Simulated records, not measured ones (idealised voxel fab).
This is a process module. Its name is voxel fin reveal.
Displayed cross-section: cut, width of 165 nm, square cells sized 5 nm.
Square cells in a grid make up a cross-section in this document, and the grid is given as bands, listed from the top down, each one or more rows of cells.
What a band's entry tells you: where the top is and where the bottom is, as heights in nm, and after that what lies inside, material by material from left to right, each with its width in nm. Empty space is written as the word "empty", and a single material marked with the word "edge to edge" occupies the band from edge to edge.
Ref level 0: as-received wafer is one material below here. Bottom band extends down with no lower bound ("from 0 down").
The notation "30 to 40" denotes a width that varies across the rows of cells in the band, beginning at the first number in the top row, finishing at the second number in the bottom row, and changing by an identical amount from each row to the next.
The cross-section has no changed cell in any step marked "nothing got changed".
"Enclosed cavity list" enumerates empty spaces isolated from the top, with no open way to it, that contain at least 8 cells, giving each as width x height at distance from the left edge, all three in nm.
What comes after the settings on a step's line is commentary from the simulator itself on that step.
"overlay nm" denotes, for a step that has a mask, the displacement of the mask to the right of its planned place, with negative values corresponding to the left.
The process steps that were planned are listed below
- 1: RECEIVE | material Si
- 2: CONFORMAL_DEP | material SiN | thk nm 5
- 3: PATTERN | tone cover | mask id FINS | material resist | width nm 15 | pitch nm 35 | thk nm 20 | overlay nm 0
- 4: DIRECTIONAL_ETCH | etch materials SiN | depth nm 5
- 5: DIRECTIONAL_ETCH | etch materials Si | depth nm 30
- 6: STRIP | etch materials resist
- 7: OXIDIZE | depth nm 5
- 8: FILL_DEP | material SiO2 | thk nm 5
- 9: CMP | height nm 5
- 10: SELECTIVE_ETCH | etch materials SiO2 | depth nm 20
- 11: STRIP | etch materials SiN
- 12: CONFORMAL_DEP | material HfO2 | thk nm 5
First out of two wafers; run went to plan
The cross-section here shows the wafer as received, i.e. in its state after step 1
  from 0 down = Si edge to edge
  Enclosed cavity list: none
Cross-section: wafer state after step 2
  from 5 to 0 = SiN edge to edge
  No changes below 0.
Cross-section: wafer state after step 3
  from 25 to 5 = 20 nm empty  15 nm resist  20 nm empty  15 nm resist  20 nm empty  15 nm resist  20 nm empty  15 nm resist  25 nm empty
  No changes below 5.
Cross-section: wafer state after step 4
  from 25 to 5 = 20 nm empty  15 nm resist  20 nm empty  15 nm resist  20 nm empty  15 nm resist  20 nm empty  15 nm resist  25 nm empty
  from 5 to 0 = 20 nm empty  15 nm SiN  20 nm empty  15 nm SiN  20 nm empty  15 nm SiN  20 nm empty  15 nm SiN  25 nm empty
  No changes below 0.
Cross-section: wafer state after step 5
  from 25 to 5 = 20 nm empty  15 nm resist  20 nm empty  15 nm resist  20 nm empty  15 nm resist  20 nm empty  15 nm resist  25 nm empty
  from 5 to 0 = 20 nm empty  15 nm SiN  20 nm empty  15 nm SiN  20 nm empty  15 nm SiN  20 nm empty  15 nm SiN  25 nm empty
  from 0 to -30 = 20 nm empty  15 nm Si  20 nm empty  15 nm Si  20 nm empty  15 nm Si  20 nm empty  15 nm Si  25 nm empty
  No changes below -30.
Cross-section: wafer state after step 6
  from 5 to 0 = 20 nm empty  15 nm SiN  20 nm empty  15 nm SiN  20 nm empty  15 nm SiN  20 nm empty  15 nm SiN  25 nm empty
  No changes below 0.
Cross-section: wafer state after step 7
  from 5 to 0 = 20 nm empty  15 nm SiN  20 nm empty  15 nm SiN  20 nm empty  15 nm SiN  20 nm empty  15 nm SiN  25 nm empty
  from 0 to -30 = 20 nm empty  5 nm SiO2  5 nm Si  5 nm SiO2  20 nm empty  5 nm SiO2  5 nm Si  5 nm SiO2  20 nm empty  5 nm SiO2  5 nm Si  5 nm SiO2  20 nm empty  5 nm SiO2  5 nm Si  5 nm SiO2  25 nm empty
  from -30 to -35 = 25 nm SiO2  5 nm Si  30 nm SiO2  5 nm Si  30 nm SiO2  5 nm Si  30 nm SiO2  5 nm Si  30 nm SiO2
  No changes below -35.
Cross-section: wafer state after step 8
  from 10 to 5 = SiO2 edge to edge
  from 5 to 0 = 20 nm SiO2  15 nm SiN  20 nm SiO2  15 nm SiN  20 nm SiO2  15 nm SiN  20 nm SiO2  15 nm SiN  25 nm SiO2
  from 0 to -35 = 25 nm SiO2  5 nm Si  30 nm SiO2  5 nm Si  30 nm SiO2  5 nm Si  30 nm SiO2  5 nm Si  30 nm SiO2
  No changes below -35.
Cross-section: wafer state after step 9
  from 5 to 0 = 20 nm SiO2  15 nm SiN  20 nm SiO2  15 nm SiN  20 nm SiO2  15 nm SiN  20 nm SiO2  15 nm SiN  25 nm SiO2
  No changes below 0.
Cross-section: wafer state after step 10
  from 5 to 0 = 20 nm empty  15 nm SiN  20 nm empty  15 nm SiN  20 nm empty  15 nm SiN  20 nm empty  15 nm SiN  25 nm empty
  from 0 to -15 = 25 nm empty  5 nm Si  30 nm empty  5 nm Si  30 nm empty  5 nm Si  30 nm empty  5 nm Si  30 nm empty
  No changes below -15.
Cross-section: wafer state after step 11
  from 0 to -15 = 25 nm empty  5 nm Si  30 nm empty  5 nm Si  30 nm empty  5 nm Si  30 nm empty  5 nm Si  30 nm empty
  No changes below -15.
Cross-section: wafer state after step 12
  from 5 to 0 = 20 nm empty  15 nm HfO2  20 nm empty  15 nm HfO2  20 nm empty  15 nm HfO2  20 nm empty  15 nm HfO2  25 nm empty
  from 0 to -10 = 20 nm empty  5 nm HfO2  5 nm Si  5 nm HfO2  20 nm empty  5 nm HfO2  5 nm Si  5 nm HfO2  20 nm empty  5 nm HfO2  5 nm Si  5 nm HfO2  20 nm empty  5 nm HfO2  5 nm Si  5 nm HfO2  25 nm empty
  from -10 to -15 = 25 nm HfO2  5 nm Si  30 nm HfO2  5 nm Si  30 nm HfO2  5 nm Si  30 nm HfO2  5 nm Si  30 nm HfO2
  No changes below -15.
The remaining wafer, second of the two, started like the first and was run to the same plan, except that one mistake was made along the way; the two coincide through step 2, inclusive
At the planned end of step 3, the second wafer in cross-section
  from 25 to 5 = 30 nm empty  15 nm resist  20 nm empty  15 nm resist  20 nm empty  15 nm resist  20 nm empty  15 nm resist  15 nm empty
  No changes below 5.
At the planned end of step 4, the second wafer in cross-section
  from 25 to 5 = 30 nm empty  15 nm resist  20 nm empty  15 nm resist  20 nm empty  15 nm resist  20 nm empty  15 nm resist  15 nm empty
  from 5 to 0 = 30 nm empty  15 nm SiN  20 nm empty  15 nm SiN  20 nm empty  15 nm SiN  20 nm empty  15 nm SiN  15 nm empty
  No changes below 0.
At the planned end of step 5, the second wafer in cross-section
  from 25 to 5 = 30 nm empty  15 nm resist  20 nm empty  15 nm resist  20 nm empty  15 nm resist  20 nm empty  15 nm resist  15 nm empty
  from 5 to 0 = 30 nm empty  15 nm SiN  20 nm empty  15 nm SiN  20 nm empty  15 nm SiN  20 nm empty  15 nm SiN  15 nm empty
  from 0 to -30 = 30 nm empty  15 nm Si  20 nm empty  15 nm Si  20 nm empty  15 nm Si  20 nm empty  15 nm Si  15 nm empty
  No changes below -30.
At the planned end of step 6, the second wafer in cross-section
  from 5 to 0 = 30 nm empty  15 nm SiN  20 nm empty  15 nm SiN  20 nm empty  15 nm SiN  20 nm empty  15 nm SiN  15 nm empty
  No changes below 0.
At the planned end of step 7, the second wafer in cross-section
  from 5 to 0 = 30 nm empty  15 nm SiN  20 nm empty  15 nm SiN  20 nm empty  15 nm SiN  20 nm empty  15 nm SiN  15 nm empty
  from 0 to -30 = 30 nm empty  5 nm SiO2  5 nm Si  5 nm SiO2  20 nm empty  5 nm SiO2  5 nm Si  5 nm SiO2  20 nm empty  5 nm SiO2  5 nm Si  5 nm SiO2  20 nm empty  5 nm SiO2  5 nm Si  5 nm SiO2  15 nm empty
  from -30 to -35 = 35 nm SiO2  5 nm Si  30 nm SiO2  5 nm Si  30 nm SiO2  5 nm Si  30 nm SiO2  5 nm Si  20 nm SiO2
  No changes below -35.
At the planned end of step 8, the second wafer in cross-section
  from 10 to 5 = SiO2 edge to edge
  from 5 to 0 = 30 nm SiO2  15 nm SiN  20 nm SiO2  15 nm SiN  20 nm SiO2  15 nm SiN  20 nm SiO2  15 nm SiN  15 nm SiO2
  from 0 to -35 = 35 nm SiO2  5 nm Si  30 nm SiO2  5 nm Si  30 nm SiO2  5 nm Si  30 nm SiO2  5 nm Si  20 nm SiO2
  No changes below -35.
At the planned end of step 9, the second wafer in cross-section
  from 5 to 0 = 30 nm SiO2  15 nm SiN  20 nm SiO2  15 nm SiN  20 nm SiO2  15 nm SiN  20 nm SiO2  15 nm SiN  15 nm SiO2
  No changes below 0.
At the planned end of step 10, the second wafer in cross-section
  from 5 to 0 = 30 nm empty  15 nm SiN  20 nm empty  15 nm SiN  20 nm empty  15 nm SiN  20 nm empty  15 nm SiN  15 nm empty
  from 0 to -15 = 35 nm empty  5 nm Si  30 nm empty  5 nm Si  30 nm empty  5 nm Si  30 nm empty  5 nm Si  20 nm empty
  No changes below -15.
At the planned end of step 11, the second wafer in cross-section
  from 0 to -15 = 35 nm empty  5 nm Si  30 nm empty  5 nm Si  30 nm empty  5 nm Si  30 nm empty  5 nm Si  20 nm empty
  No changes below -15.
At the planned end of step 12, the second wafer in cross-section
  from 5 to 0 = 30 nm empty  15 nm HfO2  20 nm empty  15 nm HfO2  20 nm empty  15 nm HfO2  20 nm empty  15 nm HfO2  15 nm empty
  from 0 to -10 = 30 nm empty  5 nm HfO2  5 nm Si  5 nm HfO2  20 nm empty  5 nm HfO2  5 nm Si  5 nm HfO2  20 nm empty  5 nm HfO2  5 nm Si  5 nm HfO2  20 nm empty  5 nm HfO2  5 nm Si  5 nm HfO2  15 nm empty
  from -10 to -15 = 35 nm HfO2  5 nm Si  30 nm HfO2  5 nm Si  30 nm HfO2  5 nm Si  30 nm HfO2  5 nm Si  20 nm HfO2
  No changes below -15.
What was the processing mistake? so step 3 ended up running with a different setting than we planned, it ran as PATTERN | tone cover | mask id FINS | material resist | width nm 15 | pitch nm 35 | thk nm 20 | overlay nm 10
Matching per-material cell counts, mismatched positions: that is how the second wafer compares with the first at the end.
